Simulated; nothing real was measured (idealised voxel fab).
This is a process module. Its name is voxel transistor to metal.
The width of the displayed cross-section, cut, is 210 nm; its cells are square, with a size of 5 nm.
The cross-sections in this document take the form of a grid made of square cells. They are written out as bands, in order from top to bottom. Each band consists of one or more rows of cells. A band entry consists of two parts. The first gives the height of the band's top and the height of its bottom, in nm. The rest lists the band's materials from left to right, each with its width in nm. A single material labelled with the word "everywhere" fills the band from edge to edge, and the word "empty" marks empty space. Height 0 is the level under which the wafer as received is all one material. The lowest band goes on downwards, as in "0 nm and below". You'd read "30 to 40" like this: the band's top row of cells is as wide as the first number, its bottom row is as wide as the second, and going down, every row changes width by the same amount as the row before did. Where a step carries "nothing altered", the cross-section came out of it unchanged, cell for cell. Reported under the label "Closed void entries" are the empty spaces having no open way to the top and comprising 8 cells or more; the notation for each is width x height at distance, in which the distance is measured from the left edge and all three values are in nm. Whatever follows a step's settings on its line is a remark the simulator itself makes about that step. Steps that use a mask can have "overlay nm" on their line. It says how far the mask sat to the right of where it was meant to be. Negative means to the left.
Set out below are the planned steps of the process
1,op RECEIVE | material Si
2,op CONFORMAL_DEP | material SiO2 | thk nm 5
3,op CONFORMAL_DEP | material SiN | thk nm 10
4,op DIRECTIONAL_DEP | material aC | thk nm 15
5,op PATTERN | tone cover | mask id ACTIVE | material resist | width nm 105 | thk nm 30 | overlay nm 0
6,op DIRECTIONAL_ETCH | etch materials aC | depth nm 15
7,op STRIP | etch materials resist
8,op DIRECTIONAL_ETCH | etch materials SiN | depth nm 10
9,op DIRECTIONAL_ETCH | etch materials SiO2 | depth nm 5
10,op DIRECTIONAL_ETCH | etch materials Si | depth nm 35
11,op STRIP | etch materials aC
12,op OXIDIZE | depth nm 5
13,op FILL_DEP | material SiO2 | thk nm 5
14,op CMP | height nm 15
15,op SELECTIVE_ETCH | etch materials SiO2 | depth nm 10
16,op STRIP | etch materials SiN
17,op SELECTIVE_ETCH | etch materials SiO2 | depth nm 5
18,op OXIDIZE | depth nm 5
19,op DIRECTIONAL_DEP | material polySi | thk nm 30
20,op DIRECTIONAL_DEP | material SiCN | thk nm 15
21,op PATTERN | tone cover | mask id GATE | material resist | width nm 25 | thk nm 20 | overlay nm 0
22,op DIRECTIONAL_ETCH | etch materials SiCN | depth nm 25
23,op DIRECTIONAL_ETCH | etch materials polySi | depth nm 40
24,op STRIP | etch materials resist
25,op CONFORMAL_DEP | material SiN | thk nm 5
26,op DIRECTIONAL_ETCH | etch materials SiN | depth nm 5
27,op DIRECTIONAL_ETCH | etch materials SiO2 | depth nm 5
28,op EPI | material pSi | thk nm 5
29,op FILL_DEP | material SiO2 | thk nm 5
30,op CMP | height nm 30
31,op STRIP | etch materials polySi
32,op SELECTIVE_ETCH | etch materials SiO2 | depth nm 5
33,op CONFORMAL_DEP | material HfO2 | thk nm 5
34,op CONFORMAL_DEP | material TiN | thk nm 5
35,op FILL_DEP | material W | thk nm 10
36,op CMP | height nm 25
37,op DIRECTIONAL_DEP | material SiO2 | thk nm 15
38,op MASKED_ETCH | tone open | mask id CONTACT | width nm 15 | pitch nm 70 | etch materials SiO2 | depth nm 40 | overlay nm 0
39,op CONFORMAL_DEP | material TiN | thk nm 5
40,op FILL_DEP | material W | thk nm 10
41,op CMP | height nm 40
42,op DIRECTIONAL_DEP | material TiN | thk nm 5
43,op DIRECTIONAL_DEP | material Ru | thk nm 20
44,op MASKED_ETCH | tone cover | mask id METAL_1 | width nm 15 | pitch nm 70 | etch materials Ru | depth nm 20 | overlay nm 0
45,op MASKED_ETCH | tone cover | mask id METAL_1 | width nm 15 | pitch nm 70 | etch materials TiN | depth nm 5 | overlay nm 0
46,op FILL_DEP | material lowk | thk nm 5
47,op CMP | height nm 65
48,op CONFORMAL_DEP | material SiCN | thk nm 5
Wafer, first of two, run as planned
Cross-section: wafer on arrival = after step 1
> 0 nm and below | Si everywhere
> Closed void entries: none
Cross-section: wafer state after step 2
> 5 nm to 0 nm | SiO2 everywhere
> Everything under 0 stays put, no change at all.
Cross-section: wafer state after step 3
> 15 nm to 5 nm | SiN everywhere
> Everything under 5 stays put, no change at all.
Cross-section: wafer state after step 4
> 30 nm to 15 nm | aC everywhere
> Everything under 15 stays put, no change at all.
Cross-section: wafer state after step 5
> 60 nm to 30 nm | empty (50), then resist (105), then empty (55)
> Everything under 30 stays put, no change at all.
Cross-section: wafer state after step 6
> 45 nm to 30 nm | empty (50), then resist (105), then empty (55)
> 30 nm to 15 nm | empty (50), then aC (105), then empty (55)
> Everything under 15 stays put, no change at all.
Cross-section: wafer state after step 7
> 30 nm to 15 nm | empty (50), then aC (105), then empty (55)
> Everything under 15 stays put, no change at all.
Cross-section: wafer state after step 8
> 30 nm to 15 nm | empty (50), then aC (105), then empty (55)
> 15 nm to 5 nm | empty (50), then SiN (105), then empty (55)
> Everything under 5 stays put, no change at all.
Cross-section: wafer state after step 9
> 30 nm to 15 nm | empty (50), then aC (105), then empty (55)
> 15 nm to 5 nm | empty (50), then SiN (105), then empty (55)
> 5 nm to 0 nm | empty (50), then SiO2 (105), then empty (55)
> Everything under 0 stays put, no change at all.
Cross-section: wafer state after step 10
> 30 nm to 15 nm | empty (50), then aC (105), then empty (55)
> 15 nm to 5 nm | empty (50), then SiN (105), then empty (55)
> 5 nm to 0 nm | empty (50), then SiO2 (105), then empty (55)
> 0 nm to -35 nm | empty (50), then Si (105), then empty (55)
> Everything under -35 stays put, no change at all.
Cross-section: wafer state after step 11
> 15 nm to 5 nm | empty (50), then SiN (105), then empty (55)
> Everything under 5 stays put, no change at all.
Cross-section: wafer state after step 12
> 15 nm to 5 nm | empty (50), then SiN (105), then empty (55)
> 5 nm to 0 nm | empty (50), then SiO2 (105), then empty (55)
> 0 nm to -35 nm | empty (50), then SiO2 (5), then Si (95), then SiO2 (5), then empty (55)
> -35 nm to -40 nm | SiO2 (55), then Si (95), then SiO2 (60)
> Everything under -40 stays put, no change at all.
Cross-section: wafer state after step 13
> 20 nm to 15 nm | SiO2 everywhere
> 15 nm to 5 nm | SiO2 (50), then SiN (105), then SiO2 (55)
> 5 nm to 0 nm | SiO2 everywhere
> 0 nm to -40 nm | SiO2 (55), then Si (95), then SiO2 (60)
> Everything under -40 stays put, no change at all.
Cross-section: wafer state after step 14
> 15 nm to 5 nm | SiO2 (50), then SiN (105), then SiO2 (55)
> Everything under 5 stays put, no change at all.
Cross-section: wafer state after step 15
> 15 nm to 5 nm | empty (50), then SiN (105), then empty (55)
> Everything under 5 stays put, no change at all.
Cross-section: wafer state after step 16
> 5 nm to 0 nm | SiO2 everywhere
> Everything under 0 stays put, no change at all.
Cross-section: wafer state after step 17
> 0 nm to -40 nm | SiO2 (55), then Si (95), then SiO2 (60)
> Everything under -40 stays put, no change at all.
Cross-section: wafer state after step 18
> 0 nm to -5 nm | SiO2 everywhere
> Everything under -5 stays put, no change at all.
Cross-section: wafer state after step 19
> 30 nm to 0 nm | polySi everywhere
> Everything under 0 stays put, no change at all.
Cross-section: wafer state after step 20
> 45 nm to 30 nm | SiCN everywhere
> Everything under 30 stays put, no change at all.
Cross-section: wafer state after step 21
> 65 nm to 45 nm | empty (90), then resist (25), then empty (95)
> Everything under 45 stays put, no change at all.
Cross-section: wafer state after step 22
> 65 nm to 45 nm | empty (90), then resist (25), then empty (95)
> 45 nm to 30 nm | empty (90), then SiCN (25), then empty (95)
> Everything under 30 stays put, no change at all.
Cross-section: wafer state after step 23
> 65 nm to 45 nm | empty (90), then resist (25), then empty (95)
> 45 nm to 30 nm | empty (90), then SiCN (25), then empty (95)
> 30 nm to 0 nm | empty (90), then polySi (25), then empty (95)
> Everything under 0 stays put, no change at all.
Cross-section: wafer state after step 24
> 45 nm to 30 nm | empty (90), then SiCN (25), then empty (95)
> Everything under 30 stays put, no change at all.
Cross-section: wafer state after step 25
> 50 nm to 45 nm | empty (85), then SiN (35), then empty (90)
> 45 nm to 30 nm | empty (85), then SiN (5), then SiCN (25), then SiN (5), then empty (90)
> 30 nm to 5 nm | empty (85), then SiN (5), then polySi (25), then SiN (5), then empty (90)
> 5 nm to 0 nm | SiN (90), then polySi (25), then SiN (95)
> Everything under 0 stays put, no change at all.
Cross-section: wafer state after step 26
> 45 nm to 30 nm | empty (85), then SiN (5), then SiCN (25), then SiN (5), then empty (90)
> 30 nm to 0 nm | empty (85), then SiN (5), then polySi (25), then SiN (5), then empty (90)
> Everything under 0 stays put, no change at all.
Cross-section: wafer state after step 27
> 45 nm to 30 nm | empty (85), then SiN (5), then SiCN (25), then SiN (5), then empty (90)
> 30 nm to 0 nm | empty (85), then SiN (5), then polySi (25), then SiN (5), then empty (90)
> 0 nm to -5 nm | empty (85), then SiO2 (35), then empty (90)
> Everything under -5 stays put, no change at all.
Cross-section: wafer state after step 28
> 45 nm to 30 nm | empty (85), then SiN (5), then SiCN (25), then SiN (5), then empty (90)
> 30 nm to 0 nm | empty (85), then SiN (5), then polySi (25), then SiN (5), then empty (90)
> 0 nm to -5 nm | empty (50), then pSi (35), then SiO2 (35), then pSi (35), then empty (55)
> Everything under -5 stays put, no change at all.
Cross-section: wafer state after step 29
> 50 nm to 45 nm | SiO2 everywhere
> 45 nm to 30 nm | SiO2 (85), then SiN (5), then SiCN (25), then SiN (5), then SiO2 (90)
> 30 nm to 0 nm | SiO2 (85), then SiN (5), then polySi (25), then SiN (5), then SiO2 (90)
> 0 nm to -5 nm | SiO2 (50), then pSi (35), then SiO2 (35), then pSi (35), then SiO2 (55)
> Everything under -5 stays put, no change at all.
Cross-section: wafer state after step 30
> 30 nm to 0 nm | SiO2 (85), then SiN (5), then polySi (25), then SiN (5), then SiO2 (90)
> Everything under 0 stays put, no change at all.
Cross-section: wafer state after step 31
> 30 nm to 0 nm | SiO2 (85), then SiN (5), then empty (25), then SiN (5), then SiO2 (90)
> Everything under 0 stays put, no change at all.
Cross-section: wafer state after step 32
> 30 nm to 25 nm | empty (85), then SiN (5), then empty (25), then SiN (5), then empty (90)
> 25 nm to 0 nm | SiO2 (85), then SiN (5), then empty (25), then SiN (5), then SiO2 (90)
> 0 nm to -5 nm | SiO2 (50), then pSi (35), then empty (35), then pSi (35), then SiO2 (55)
> Everything under -5 stays put, no change at all.
Cross-section: wafer state after step 33
> 35 nm to 30 nm | empty (80), then HfO2 (15), then empty (15), then HfO2 (15), then empty (85)
> 30 nm to 25 nm | HfO2 (85), then SiN (5), then HfO2 (5), then empty (15), then HfO2 (5), then SiN (5), then HfO2 (90)
> 25 nm to 0 nm | SiO2 (85), then SiN (5), then HfO2 (5), then empty (15), then HfO2 (5), then SiN (5), then SiO2 (90)
> 0 nm to -5 nm | SiO2 (50), then pSi (35), then HfO2 (35), then pSi (35), then SiO2 (55)
> Everything under -5 stays put, no change at all.
Cross-section: wafer state after step 34
> 40 nm to 35 nm | empty (75), then TiN (25), then empty (5), then TiN (25), then empty (80)
> 35 nm to 30 nm | TiN (80), then HfO2 (15), then TiN (5), then empty (5), then TiN (5), then HfO2 (15), then TiN (85)
> 30 nm to 25 nm | HfO2 (85), then SiN (5), then HfO2 (5), then TiN (5), then empty (5), then TiN (5), then HfO2 (5), then SiN (5), then HfO2 (90)
> 25 nm to 5 nm | SiO2 (85), then SiN (5), then HfO2 (5), then TiN (5), then empty (5), then TiN (5), then HfO2 (5), then SiN (5), then SiO2 (90)
> 5 nm to 0 nm | SiO2 (85), then SiN (5), then HfO2 (5), then TiN (15), then HfO2 (5), then SiN (5), then SiO2 (90)
> Everything under 0 stays put, no change at all.
Cross-section: wafer state after step 35
> 50 nm to 40 nm | W everywhere
> 40 nm to 35 nm | W (75), then TiN (25), then W (5), then TiN (25), then W (80)
> 35 nm to 30 nm | TiN (80), then HfO2 (15), then TiN (5), then W (5), then TiN (5), then HfO2 (15), then TiN (85)
> 30 nm to 25 nm | HfO2 (85), then SiN (5), then HfO2 (5), then TiN (5), then W (5), then TiN (5), then HfO2 (5), then SiN (5), then HfO2 (90)
> 25 nm to 5 nm | SiO2 (85), then SiN (5), then HfO2 (5), then TiN (5), then W (5), then TiN (5), then HfO2 (5), then SiN (5), then SiO2 (90)
> Everything under 5 stays put, no change at all.
Cross-section: wafer state after step 36
> 25 nm to 5 nm | SiO2 (85), then SiN (5), then HfO2 (5), then TiN (5), then W (5), then TiN (5), then HfO2 (5), then SiN (5), then SiO2 (90)
> Everything under 5 stays put, no change at all.
Cross-section: wafer state after step 37
> 40 nm to 25 nm | SiO2 everywhere
> Everything under 25 stays put, no change at all.
Cross-section: wafer state after step 38
> 40 nm to 25 nm | SiO2 (60), then empty (15), then SiO2 (55), then empty (15), then SiO2 (65)
> 25 nm to 5 nm | SiO2 (60), then empty (15), then SiO2 (10), then SiN (5), then HfO2 (5), then TiN (5), then W (5), then TiN (5), then HfO2 (5), then SiN (5), then SiO2 (10), then empty (15), then SiO2 (65)
> 5 nm to 0 nm | SiO2 (60), then empty (15), then SiO2 (10), then SiN (5), then HfO2 (5), then TiN (15), then HfO2 (5), then SiN (5), then SiO2 (10), then empty (15), then SiO2 (65)
> Everything under 0 stays put, no change at all.
Cross-section: wafer state after step 39
> 45 nm to 40 nm | TiN (65), then empty (5), then TiN (65), then empty (5), then TiN (70)
> 40 nm to 25 nm | SiO2 (60), then TiN (5), then empty (5), then TiN (5), then SiO2 (55), then TiN (5), then empty (5), then TiN (5), then SiO2 (65)
> 25 nm to 5 nm | SiO2 (60), then TiN (5), then empty (5), then TiN (5), then SiO2 (10), then SiN (5), then HfO2 (5), then TiN (5), then W (5), then TiN (5), then HfO2 (5), then SiN (5), then SiO2 (10), then TiN (5), then empty (5), then TiN (5), then SiO2 (65)
> 5 nm to 0 nm | SiO2 (60), then TiN (15), then SiO2 (10), then SiN (5), then HfO2 (5), then TiN (15), then HfO2 (5), then SiN (5), then SiO2 (10), then TiN (15), then SiO2 (65)
> Everything under 0 stays put, no change at all.
Cross-section: wafer state after step 40
> 55 nm to 45 nm | W everywhere
> 45 nm to 40 nm | TiN (65), then W (5), then TiN (65), then W (5), then TiN (70)
> 40 nm to 25 nm | SiO2 (60), then TiN (5), then W (5), then TiN (5), then SiO2 (55), then TiN (5), then W (5), then TiN (5), then SiO2 (65)
> 25 nm to 5 nm | SiO2 (60), then TiN (5), then W (5), then TiN (5), then SiO2 (10), then SiN (5), then HfO2 (5), then TiN (5), then W (5), then TiN (5), then HfO2 (5), then SiN (5), then SiO2 (10), then TiN (5), then W (5), then TiN (5), then SiO2 (65)
> Everything under 5 stays put, no change at all.
Cross-section: wafer state after step 41
> 40 nm to 25 nm | SiO2 (60), then TiN (5), then W (5), then TiN (5), then SiO2 (55), then TiN (5), then W (5), then TiN (5), then SiO2 (65)
> Everything under 25 stays put, no change at all.
Cross-section: wafer state after step 42
> 45 nm to 40 nm | TiN everywhere
> Everything under 40 stays put, no change at all.
Cross-section: wafer state after step 43
> 65 nm to 45 nm | Ru everywhere
> Everything under 45 stays put, no change at all.
Cross-section: wafer state after step 44
> 65 nm to 45 nm | empty (60), then Ru (15), then empty (55), then Ru (15), then empty (65)
> Everything under 45 stays put, no change at all.
Cross-section: wafer state after step 45
> 65 nm to 45 nm | empty (60), then Ru (15), then empty (55), then Ru (15), then empty (65)
> 45 nm to 40 nm | empty (60), then TiN (15), then empty (55), then TiN (15), then empty (65)
> Everything under 40 stays put, no change at all.
Cross-section: wafer state after step 46
> 70 nm to 65 nm | lowk everywhere
> 65 nm to 45 nm | lowk (60), then Ru (15), then lowk (55), then Ru (15), then lowk (65)
> 45 nm to 40 nm | lowk (60), then TiN (15), then lowk (55), then TiN (15), then lowk (65)
> Everything under 40 stays put, no change at all.
Cross-section: wafer state after step 47
> 65 nm to 45 nm | lowk (60), then Ru (15), then lowk (55), then Ru (15), then lowk (65)
> Everything under 45 stays put, no change at all.
Cross-section: wafer state after step 48
> 70 nm to 65 nm | SiCN everywhere
> Everything under 65 stays put, no change at all.
Second wafer: same start and same plan as the first, one execution error; identical to the first through step 32
Cross-section, second wafer, at the end time the plan gives for step 33
> 35 nm to 30 nm | empty (80), then W (15), then empty (15), then W (15), then empty (85)
> 30 nm to 25 nm | W (85), then SiN (5), then W (5), then empty (15), then W (5), then SiN (5), then W (90)
> 25 nm to 0 nm | SiO2 (85), then SiN (5), then W (5), then empty (15), then W (5), then SiN (5), then SiO2 (90)
> 0 nm to -5 nm | SiO2 (50), then pSi (35), then W (35), then pSi (35), then SiO2 (55)
> Everything under -5 stays put, no change at all.
Cross-section, second wafer, at the end time the plan gives for step 34
> 40 nm to 35 nm | empty (75), then TiN (25), then empty (5), then TiN (25), then empty (80)
> 35 nm to 30 nm | TiN (80), then W (15), then TiN (5), then empty (5), then TiN (5), then W (15), then TiN (85)
> 30 nm to 25 nm | W (85), then SiN (5), then W (5), then TiN (5), then empty (5), then TiN (5), then W (5), then SiN (5), then W (90)
> 25 nm to 5 nm | SiO2 (85), then SiN (5), then W (5), then TiN (5), then empty (5), then TiN (5), then W (5), then SiN (5), then SiO2 (90)
> 5 nm to 0 nm | SiO2 (85), then SiN (5), then W (5), then TiN (15), then W (5), then SiN (5), then SiO2 (90)
> Everything under 0 stays put, no change at all.
Cross-section, second wafer, at the end time the plan gives for step 35
> 50 nm to 40 nm | W everywhere
> 40 nm to 35 nm | W (75), then TiN (25), then W (5), then TiN (25), then W (80)
> 35 nm to 30 nm | TiN (80), then W (15), then TiN (5), then W (5), then TiN (5), then W (15), then TiN (85)
> 30 nm to 25 nm | W (85), then SiN (5), then W (5), then TiN (5), then W (5), then TiN (5), then W (5), then SiN (5), then W (90)
> 25 nm to 5 nm | SiO2 (85), then SiN (5), then W (5), then TiN (5), then W (5), then TiN (5), then W (5), then SiN (5), then SiO2 (90)
> Everything under 5 stays put, no change at all.
Cross-section, second wafer, at the end time the plan gives for step 36
> 25 nm to 5 nm | SiO2 (85), then SiN (5), then W (5), then TiN (5), then W (5), then TiN (5), then W (5), then SiN (5), then SiO2 (90)
> Everything under 5 stays put, no change at all.
Cross-section, second wafer, at the end time the plan gives for step 37
> 40 nm to 25 nm | SiO2 everywhere
> Everything under 25 stays put, no change at all.
Cross-section, second wafer, at the end time the plan gives for step 38
> 40 nm to 25 nm | SiO2 (60), then empty (15), then SiO2 (55), then empty (15), then SiO2 (65)
> 25 nm to 5 nm | SiO2 (60), then empty (15), then SiO2 (10), then SiN (5), then W (5), then TiN (5), then W (5), then TiN (5), then W (5), then SiN (5), then SiO2 (10), then empty (15), then SiO2 (65)
> 5 nm to 0 nm | SiO2 (60), then empty (15), then SiO2 (10), then SiN (5), then W (5), then TiN (15), then W (5), then SiN (5), then SiO2 (10), then empty (15), then SiO2 (65)
> Everything under 0 stays put, no change at all.
Cross-section, second wafer, at the end time the plan gives for step 39
> 45 nm to 40 nm | TiN (65), then empty (5), then TiN (65), then empty (5), then TiN (70)
> 40 nm to 25 nm | SiO2 (60), then TiN (5), then empty (5), then TiN (5), then SiO2 (55), then TiN (5), then empty (5), then TiN (5), then SiO2 (65)
> 25 nm to 5 nm | SiO2 (60), then TiN (5), then empty (5), then TiN (5), then SiO2 (10), then SiN (5), then W (5), then TiN (5), then W (5), then TiN (5), then W (5), then SiN (5), then SiO2 (10), then TiN (5), then empty (5), then TiN (5), then SiO2 (65)
> 5 nm to 0 nm | SiO2 (60), then TiN (15), then SiO2 (10), then SiN (5), then W (5), then TiN (15), then W (5), then SiN (5), then SiO2 (10), then TiN (15), then SiO2 (65)
> Everything under 0 stays put, no change at all.
Cross-section, second wafer, at the end time the plan gives for step 40
> 55 nm to 45 nm | W everywhere
> 45 nm to 40 nm | TiN (65), then W (5), then TiN (65), then W (5), then TiN (70)
> 40 nm to 25 nm | SiO2 (60), then TiN (5), then W (5), then TiN (5), then SiO2 (55), then TiN (5), then W (5), then TiN (5), then SiO2 (65)
> 25 nm to 5 nm | SiO2 (60), then TiN (5), then W (5), then TiN (5), then SiO2 (10), then SiN (5), then W (5), then TiN (5), then W (5), then TiN (5), then W (5), then SiN (5), then SiO2 (10), then TiN (5), then W (5), then TiN (5), then SiO2 (65)
> Everything under 5 stays put, no change at all.
Cross-section, second wafer, at the end time the plan gives for step 41
> 40 nm to 25 nm | SiO2 (60), then TiN (5), then W (5), then TiN (5), then SiO2 (55), then TiN (5), then W (5), then TiN (5), then SiO2 (65)
> Everything under 25 stays put, no change at all.
Cross-section, second wafer, at the end time the plan gives for step 42
> 45 nm to 40 nm | TiN everywhere
> Everything under 40 stays put, no change at all.
Cross-section, second wafer, at the end time the plan gives for step 43
> 65 nm to 45 nm | Ru everywhere
> Everything under 45 stays put, no change at all.
Cross-section, second wafer, at the end time the plan gives for step 44
> 65 nm to 45 nm | empty (60), then Ru (15), then empty (55), then Ru (15), then empty (65)
> Everything under 45 stays put, no change at all.
Cross-section, second wafer, at the end time the plan gives for step 45
> 65 nm to 45 nm | empty (60), then Ru (15), then empty (55), then Ru (15), then empty (65)
> 45 nm to 40 nm | empty (60), then TiN (15), then empty (55), then TiN (15), then empty (65)
> Everything under 40 stays put, no change at all.
Cross-section, second wafer, at the end time the plan gives for step 46
> 70 nm to 65 nm | lowk everywhere
> 65 nm to 45 nm | lowk (60), then Ru (15), then lowk (55), then Ru (15), then lowk (65)
> 45 nm to 40 nm | lowk (60), then TiN (15), then lowk (55), then TiN (15), then lowk (65)
> Everything under 40 stays put, no change at all.
Cross-section, second wafer, at the end time the plan gives for step 47
> 65 nm to 45 nm | lowk (60), then Ru (15), then lowk (55), then Ru (15), then lowk (65)
> Everything under 45 stays put, no change at all.
Cross-section, second wafer, at the end time the plan gives for step 48
> 70 nm to 65 nm | SiCN everywhere
> Everything under 65 stays put, no change at all.
Error vs. plan: step 33 ran with different settings than intended, the actual operation and settings being op CONFORMAL_DEP | material W | thk nm 5
The second wafer ends with more or fewer cells of some materials than the first, per final count: 17 fewer of HfO2; 17 more of W
